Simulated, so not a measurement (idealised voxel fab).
Process module, titled voxel wiring stack
175 nm wide, 5 nm square cells: that's cross-section cut.
Notation: cross-section as square-cell grid; stated in bands, top first, going down; one or more cell rows per band. Basically the band line says how high the top is and how high the bottom is, in nm, and then what's in it from left to right, every material with its width in nm. Empty space shows up as "air", and if a single material carries "full width" it runs the full band edge to edge. Beneath 0, the wafer as received is one material, and that level is where height counting begins. The lowest band goes on downward without a bottom; it is written like "0 and below". Think of "30..40" as a width that walks from the first number to the second as you go down the band, top row to bottom row, taking equal-sized steps from row to row. "nothing was modified" (step): cross-section cells unchanged, all of them. "Tabulated closed voids" - sealed voids, min. 8 cells, no opening to top; format: width x height at distance (distance from left edge; nm throughout). Step line, after settings: the simulator's comment on this step. Each step line may optionally specify "overlay nm", which for a step with a mask gives the rightward distance between the mask's planned place and where it lay, a negative value indicating the leftward direction.
# These are the steps we planned for the process
1. RECEIVE [material Si]
2. CONFORMAL_DEP [material SiO2] [thk nm 15]
3. DIRECTIONAL_DEP [material TiN] [thk nm 5]
4. DIRECTIONAL_DEP [material W] [thk nm 15]
5. DIRECTIONAL_DEP [material aC] [thk nm 10]
6. PATTERN [tone cover] [mask id METAL_1] [material resist] [width nm 25] [pitch nm 55] [thk nm 25] [overlay nm 0]
7. DIRECTIONAL_ETCH [etch materials aC] [depth nm 10]
8. STRIP [etch materials resist]
9. DIRECTIONAL_ETCH [etch materials W] [depth nm 15]
10. DIRECTIONAL_ETCH [etch materials TiN] [depth nm 5]
11. STRIP [etch materials aC]
12. CONFORMAL_DEP [material SiCN] [thk nm 5]
13. FILL_DEP [material SiO2] [thk nm 5]
14. CMP [height nm 35]
15. CONFORMAL_DEP [material SiCN] [thk nm 5]
16. DIRECTIONAL_DEP [material lowk] [thk nm 30]
17. MASKED_ETCH [tone open] [mask id METAL_2_HOLES] [width nm 15] [etch materials lowk] [depth nm 30] [overlay nm 0]
18. MASKED_ETCH [tone open] [mask id METAL_2] [width nm 25] [pitch nm 55] [etch materials lowk] [depth nm 20] [overlay nm 0]
19. MASKED_ETCH [tone open] [mask id METAL_2] [width nm 25] [pitch nm 55] [etch materials SiCN] [depth nm 5] [overlay nm 0]
20. CONFORMAL_DEP [material TiN] [thk nm 5]
21. FILL_DEP [material Cu] [thk nm 10]
22. CMP [height nm 70]
23. CONFORMAL_DEP [material SiN] [thk nm 5]
# As received (post step 1): cross-section
- 0 and below  Si full width
- Tabulated closed voids: none
# Looking at the first of two wafers in cross-section at end of module - ran to plan
- 75 down to 70  SiN full width
- 70 down to 55  lowk: 45, then TiN: 5, then Cu: 15, then TiN: 5, then lowk: 30, then TiN: 5, then Cu: 15, then TiN: 5, then lowk: 50
- 55 down to 50  lowk: 45, then TiN: 5, then Cu: 5, then TiN: 15, then lowk: 30, then TiN: 25, then lowk: 50
- 50 down to 40  lowk: 45, then TiN: 5, then Cu: 5, then TiN: 5, then lowk: 115
- 40 down to 35  SiCN: 45, then TiN: 15, then SiCN: 115
- 35 down to 20  SiO2: 40, then SiCN: 5, then W: 25, then SiCN: 5, then SiO2: 20, then SiCN: 5, then W: 25, then SiCN: 5, then SiO2: 45
- 20 down to 15  SiCN: 45, then TiN: 25, then SiCN: 30, then TiN: 25, then SiCN: 50
- 15 down to 0  SiO2 full width
- 0 and below  Si full width
- Tabulated closed voids: none
# Here's the second of our two wafers sectioned at module end. Same start as the first, same plan, but one mistake got made running it
- 75 down to 70  SiN full width
- 70 down to 65  SiCN: 45, then TiN: 25, then SiCN: 30, then TiN: 25, then SiCN: 50
- 65 down to 35  lowk full width
- 35 down to 20  SiO2: 40, then SiCN: 5, then W: 25, then SiCN: 5, then SiO2: 20, then SiCN: 5, then W: 25, then SiCN: 5, then SiO2: 45
- 20 down to 15  SiCN: 45, then TiN: 25, then SiCN: 30, then TiN: 25, then SiCN: 50
- 15 down to 0  SiO2 full width
- 0 and below  Si full width
- Tabulated closed voids: none
Here's what went sideways: contrary to the plan, steps 15 and 16 were processed in exchanged order
The final cell counts differ between the wafers, with the second having more or fewer of some materials than the first: -21 Cu | -7 SiCN | -18 TiN | +46 lowk
